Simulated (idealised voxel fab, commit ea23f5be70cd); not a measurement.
The process module that follows is named voxel wiring stack.
The width of the displayed cross-section, cut, is 190 nm; its cells are square, with a size of 5 nm.
Heads up, the way a cross-section reads in here is a grid of square cells, handed over as bands from the top down, with every band being one or more rows of cells. First you get the band's top height and its bottom height, in nm, and then the materials it's made of, left to right, with each width in nm. If you see a single material with "throughout", that one covers the band edge to edge. "empty" is empty space. Basically, 0 is our baseline, since under it the wafer straight out of the box is all one material. The bottom band has no lower end and keeps on going down, so it looks like "0 and below". Width spec "30 to 40" -> top row of cells at first value, bottom row at second value, equal per-row change in between. Key: "no alterations made" - step with no changed cell in the cross-section. So "Closed void register" is basically the list of trapped voids: any empty space of 8 cells or more that can't reach the top through an opening. They're written width x height at distance, the distance being from the left edge, and it's all nm. Anything after a step's settings on that line? It's the simulator's own note about the step. overlay nm: mask offset rightward from planned place, masked step; negative means leftward offset.

# So here's the lineup of process steps we planned
1 RECEIVE with material Si
2 CONFORMAL_DEP with material SiO2, thk nm 10
3 DIRECTIONAL_DEP with material TiN, thk nm 5
4 DIRECTIONAL_DEP with material Ru, thk nm 25
5 PATTERN with tone cover, mask id METAL_1, material resist, width nm 25, pitch nm 40, thk nm 15, overlay nm 0
6 DIRECTIONAL_ETCH with etch materials Ru, depth nm 25
7 DIRECTIONAL_ETCH with etch materials TiN, depth nm 5
8 STRIP with etch materials resist
9 CONFORMAL_DEP with material SiCN, thk nm 5
10 FILL_DEP with material SiO2, thk nm 10
11 CMP with height nm 40
12 CONFORMAL_DEP with material SiCN, thk nm 5
13 DIRECTIONAL_DEP with material SiO2, thk nm 10
14 MASKED_ETCH with tone open, mask id PLUG_1, width nm 15, pitch nm 40, etch materials SiO2, depth nm 10, overlay nm 0
15 MASKED_ETCH with tone open, mask id PLUG_1, width nm 15, pitch nm 40, etch materials SiCN, depth nm 5, overlay nm 0
16 CONFORMAL_DEP with material TiN, thk nm 5
17 FILL_DEP with material W, thk nm 10
18 CMP with height nm 55
19 CONFORMAL_DEP with material SiN, thk nm 5
20 DIRECTIONAL_DEP with material SiO2, thk nm 20
21 DIRECTIONAL_DEP with material aC, thk nm 15
22 PATTERN with tone open, mask id METAL_2, material resist, width nm 25, pitch nm 40, thk nm 30, overlay nm 0
23 DIRECTIONAL_ETCH with etch materials aC, depth nm 15
24 STRIP with etch materials resist
25 DIRECTIONAL_ETCH with etch materials SiO2, depth nm 20
26 DIRECTIONAL_ETCH with etch materials SiN, depth nm 5
27 STRIP with etch materials aC
28 CONFORMAL_DEP with material TiN, thk nm 5
29 FILL_DEP with material Cu, thk nm 10
30 CMP with height nm 80
31 EPI with material Ru, thk nm 5
32 FILL_DEP with material SiCN, thk nm 5

# Cross-sectional view of the wafer in its as-received condition, corresponding to the state after step 1
	0 and below = Si throughout
	Closed void register: none

# The cross-section shown corresponds to the wafer at the conclusion of the module. The initial structure and the process plan are those presented above; however, one mistake occurred in executing the plan
	90 down to 85 = SiCN throughout
	85 down to 80 = SiCN 35 nm; Ru 35 nm; SiCN 5 nm; Ru 35 nm; SiCN 5 nm; Ru 35 nm; SiCN 40 nm
	80 down to 60 = SiO2 40 nm; TiN 5 nm; Cu 15 nm; TiN 5 nm; SiO2 15 nm; TiN 5 nm; Cu 15 nm; TiN 5 nm; SiO2 15 nm; TiN 5 nm; Cu 15 nm; TiN 5 nm; SiO2 45 nm
	60 down to 55 = SiN 40 nm; TiN 25 nm; SiN 15 nm; TiN 25 nm; SiN 15 nm; TiN 25 nm; SiN 45 nm
	55 down to 45 = SiO2 40 nm; TiN 5 nm; W 5 nm; TiN 5 nm; SiO2 25 nm; TiN 5 nm; W 5 nm; TiN 5 nm; SiO2 25 nm; TiN 5 nm; W 5 nm; TiN 5 nm; SiO2 55 nm
	45 down to 40 = SiCN 40 nm; TiN 15 nm; SiCN 25 nm; TiN 15 nm; SiCN 25 nm; TiN 15 nm; SiCN 55 nm
	40 down to 20 = SiO2 35 nm; SiCN 5 nm; Ru 25 nm; SiCN 5 nm; SiO2 5 nm; SiCN 5 nm; Ru 25 nm; SiCN 5 nm; SiO2 5 nm; SiCN 5 nm; Ru 25 nm; SiCN 5 nm; SiO2 40 nm
	20 down to 15 = SiCN 40 nm; Ru 25 nm; SiCN 15 nm; Ru 25 nm; SiCN 15 nm; Ru 25 nm; SiCN 45 nm
	15 down to 5 = SiO2 throughout
	5 down to 0 = TiN throughout
	0 and below = Si throughout
	Closed void register: none
What went wrong in running the wafer? deviation from plan: step 3 and step 2 executed in one another's positions
